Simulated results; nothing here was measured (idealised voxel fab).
The following process module bears the name voxel air gaps.
Cross-section cut: width 245 nm, square cells of 5 nm.
Square cells in a grid make up a cross-section in this document, and the grid is given as bands, listed from the top down, each one or more rows of cells. Top height, bottom height, nm. Materials left to right, width each, nm. Single material + "full width" = fills band edge to edge. "air" = empty. The level at which height equals 0 is the one under which the wafer, as it arrives, is entirely one material. No lower edge exists for the bottom band, which continues downward and is notated as in "0 nm and below". Top row gets the first number, bottom row gets the second, and each row in between changes by the same step: that is how a band width like "30 to 40" works. When a step is marked "left unchanged", none of the cells in the cross-section changed during that step. In the "Enclosed cavity list" entry, you get each enclosed empty space of 8 cells or more, one with no open way to the top, written width x height at distance, distance from the left edge, in nm. On each step's line, the part that comes after the settings is the simulator's own comment on the step. "overlay nm" on a masked step: distance the mask lay right of its planned place, negative for left.
-- The steps planned for the process are as follows
1: op RECEIVE | material Si
2: op CONFORMAL_DEP | material SiO2 | thk nm 15
3: op CONFORMAL_DEP | material SiN | thk nm 5
4: op DIRECTIONAL_DEP | material lowk | thk nm 30
5: op DIRECTIONAL_DEP | material aC | thk nm 15
6: op PATTERN | tone open | mask id LINES | material resist | width nm 25 | pitch nm 55 | thk nm 30 | overlay nm 0
7: op DIRECTIONAL_ETCH | etch materials aC | depth nm 15
8: op STRIP | etch materials resist
9: op DIRECTIONAL_ETCH | etch materials lowk | depth nm 30
10: op STRIP | etch materials aC
11: op CONFORMAL_DEP | material TiN | thk nm 5
12: op FILL_DEP | material W | thk nm 10
13: op CMP | height nm 50
14: op EPI | material Ru | thk nm 10
15: op SELECTIVE_ETCH | etch materials lowk | depth nm 40
16: op CONFORMAL_DEP | material SiN | thk nm 5
-- Concerning the first of two wafers, which was run in accordance with the plan
-- Received-state cross-section, reflecting completion of step 1
	0 nm and below  Si full width
	Enclosed cavity list: none
-- The following cross-section depicts the wafer upon completion of step 2
	15 nm to 0 nm  SiO2 full width
	below 0: unchanged
-- The following cross-section depicts the wafer upon completion of step 3
	20 nm to 15 nm  SiN full width
	below 15: unchanged
-- The following cross-section depicts the wafer upon completion of step 4
	50 nm to 20 nm  lowk full width
	below 20: unchanged
-- The following cross-section depicts the wafer upon completion of step 5
	65 nm to 50 nm  aC full width
	below 50: unchanged
-- The following cross-section depicts the wafer upon completion of step 6
	95 nm to 65 nm  resist: 55 | air: 25 | resist: 30 | air: 25 | resist: 30 | air: 25 | resist: 55
	below 65: unchanged
-- The following cross-section depicts the wafer upon completion of step 7
	80 nm to 65 nm  resist: 55 | air: 25 | resist: 30 | air: 25 | resist: 30 | air: 25 | resist: 55
	65 nm to 50 nm  aC: 55 | air: 25 | aC: 30 | air: 25 | aC: 30 | air: 25 | aC: 55
	below 50: unchanged
-- The following cross-section depicts the wafer upon completion of step 8
	65 nm to 50 nm  aC: 55 | air: 25 | aC: 30 | air: 25 | aC: 30 | air: 25 | aC: 55
	below 50: unchanged
-- The following cross-section depicts the wafer upon completion of step 9
	65 nm to 50 nm  aC: 55 | air: 25 | aC: 30 | air: 25 | aC: 30 | air: 25 | aC: 55
	50 nm to 20 nm  lowk: 55 | air: 25 | lowk: 30 | air: 25 | lowk: 30 | air: 25 | lowk: 55
	below 20: unchanged
-- The following cross-section depicts the wafer upon completion of step 10
	50 nm to 20 nm  lowk: 55 | air: 25 | lowk: 30 | air: 25 | lowk: 30 | air: 25 | lowk: 55
	below 20: unchanged
-- The following cross-section depicts the wafer upon completion of step 11
	55 nm to 50 nm  TiN: 60 | air: 15 | TiN: 40 | air: 15 | TiN: 40 | air: 15 | TiN: 60
	50 nm to 25 nm  lowk: 55 | TiN: 5 | air: 15 | TiN: 5 | lowk: 30 | TiN: 5 | air: 15 | TiN: 5 | lowk: 30 | TiN: 5 | air: 15 | TiN: 5 | lowk: 55
	25 nm to 20 nm  lowk: 55 | TiN: 25 | lowk: 30 | TiN: 25 | lowk: 30 | TiN: 25 | lowk: 55
	below 20: unchanged
-- The following cross-section depicts the wafer upon completion of step 12
	65 nm to 55 nm  W full width
	55 nm to 50 nm  TiN: 60 | W: 15 | TiN: 40 | W: 15 | TiN: 40 | W: 15 | TiN: 60
	50 nm to 25 nm  lowk: 55 | TiN: 5 | W: 15 | TiN: 5 | lowk: 30 | TiN: 5 | W: 15 | TiN: 5 | lowk: 30 | TiN: 5 | W: 15 | TiN: 5 | lowk: 55
	below 25: unchanged
-- The following cross-section depicts the wafer upon completion of step 13
	50 nm to 25 nm  lowk: 55 | TiN: 5 | W: 15 | TiN: 5 | lowk: 30 | TiN: 5 | W: 15 | TiN: 5 | lowk: 30 | TiN: 5 | W: 15 | TiN: 5 | lowk: 55
	below 25: unchanged
-- The following cross-section depicts the wafer upon completion of step 14
	60 nm to 50 nm  air: 45 | Ru: 45 | air: 10 | Ru: 45 | air: 10 | Ru: 45 | air: 45
	below 50: unchanged
-- The following cross-section depicts the wafer upon completion of step 15
	60 nm to 50 nm  air: 45 | Ru: 45 | air: 10 | Ru: 45 | air: 10 | Ru: 45 | air: 45
	50 nm to 25 nm  air: 55 | TiN: 5 | W: 15 | TiN: 5 | air: 30 | TiN: 5 | W: 15 | TiN: 5 | air: 30 | TiN: 5 | W: 15 | TiN: 5 | air: 55
	25 nm to 20 nm  air: 55 | TiN: 25 | air: 30 | TiN: 25 | air: 30 | TiN: 25 | air: 55
	below 20: unchanged
-- The following cross-section depicts the wafer upon completion of step 16
	65 nm to 60 nm  air: 40 | SiN: 165 | air: 40
	60 nm to 50 nm  air: 40 | SiN: 5 | Ru: 45 | SiN: 10 | Ru: 45 | SiN: 10 | Ru: 45 | SiN: 5 | air: 40
	50 nm to 45 nm  air: 40 | SiN: 15 | TiN: 5 | W: 15 | TiN: 5 | SiN: 30 | TiN: 5 | W: 15 | TiN: 5 | SiN: 30 | TiN: 5 | W: 15 | TiN: 5 | SiN: 15 | air: 40
	45 nm to 25 nm  air: 50 | SiN: 5 | TiN: 5 | W: 15 | TiN: 5 | SiN: 5 | air: 20 | SiN: 5 | TiN: 5 | W: 15 | TiN: 5 | SiN: 5 | air: 20 | SiN: 5 | TiN: 5 | W: 15 | TiN: 5 | SiN: 5 | air: 50
	25 nm to 20 nm  SiN: 55 | TiN: 25 | SiN: 30 | TiN: 25 | SiN: 30 | TiN: 25 | SiN: 55
	below 20: unchanged
	Enclosed cavity list: 20 x 20 at 85; 20 x 20 at 140
-- Notes, second wafer: start = first wafer's, plan = first wafer's, execution had one mistake; history identical to first through step 13
-- Second wafer: cross-section at the scheduled end of step 14
	55 nm to 50 nm  air: 50 | Ru: 35 | air: 20 | Ru: 35 | air: 20 | Ru: 35 | air: 50
	below 50: unchanged
-- Second wafer: cross-section at the scheduled end of step 15
	55 nm to 50 nm  air: 50 | Ru: 35 | air: 20 | Ru: 35 | air: 20 | Ru: 35 | air: 50
	50 nm to 25 nm  air: 55 | TiN: 5 | W: 15 | TiN: 5 | air: 30 | TiN: 5 | W: 15 | TiN: 5 | air: 30 | TiN: 5 | W: 15 | TiN: 5 | air: 55
	25 nm to 20 nm  air: 55 | TiN: 25 | air: 30 | TiN: 25 | air: 30 | TiN: 25 | air: 55
	below 20: unchanged
-- Second wafer: cross-section at the scheduled end of step 16
	60 nm to 55 nm  air: 45 | SiN: 45 | air: 10 | SiN: 45 | air: 10 | SiN: 45 | air: 45
	55 nm to 50 nm  air: 45 | SiN: 5 | Ru: 35 | SiN: 5 | air: 10 | SiN: 5 | Ru: 35 | SiN: 5 | air: 10 | SiN: 5 | Ru: 35 | SiN: 5 | air: 45
	50 nm to 45 nm  air: 45 | SiN: 10 | TiN: 5 | W: 15 | TiN: 5 | SiN: 10 | air: 10 | SiN: 10 | TiN: 5 | W: 15 | TiN: 5 | SiN: 10 | air: 10 | SiN: 10 | TiN: 5 | W: 15 | TiN: 5 | SiN: 10 | air: 45
	45 nm to 25 nm  air: 50 | SiN: 5 | TiN: 5 | W: 15 | TiN: 5 | SiN: 5 | air: 20 | SiN: 5 | TiN: 5 | W: 15 | TiN: 5 | SiN: 5 | air: 20 | SiN: 5 | TiN: 5 | W: 15 | TiN: 5 | SiN: 5 | air: 50
	25 nm to 20 nm  SiN: 55 | TiN: 25 | SiN: 30 | TiN: 25 | SiN: 30 | TiN: 25 | SiN: 55
	below 20: unchanged
The plan and the run diverged here: step 14 did not happen as planned, as run it was op EPI | material Ru | thk nm 5
Count the cells at the end and the second wafer has more or fewer of some materials than the first: 33 fewer of Ru; 18 fewer of SiN
End state: 2 closed voids on the first wafer, 0 on the second.
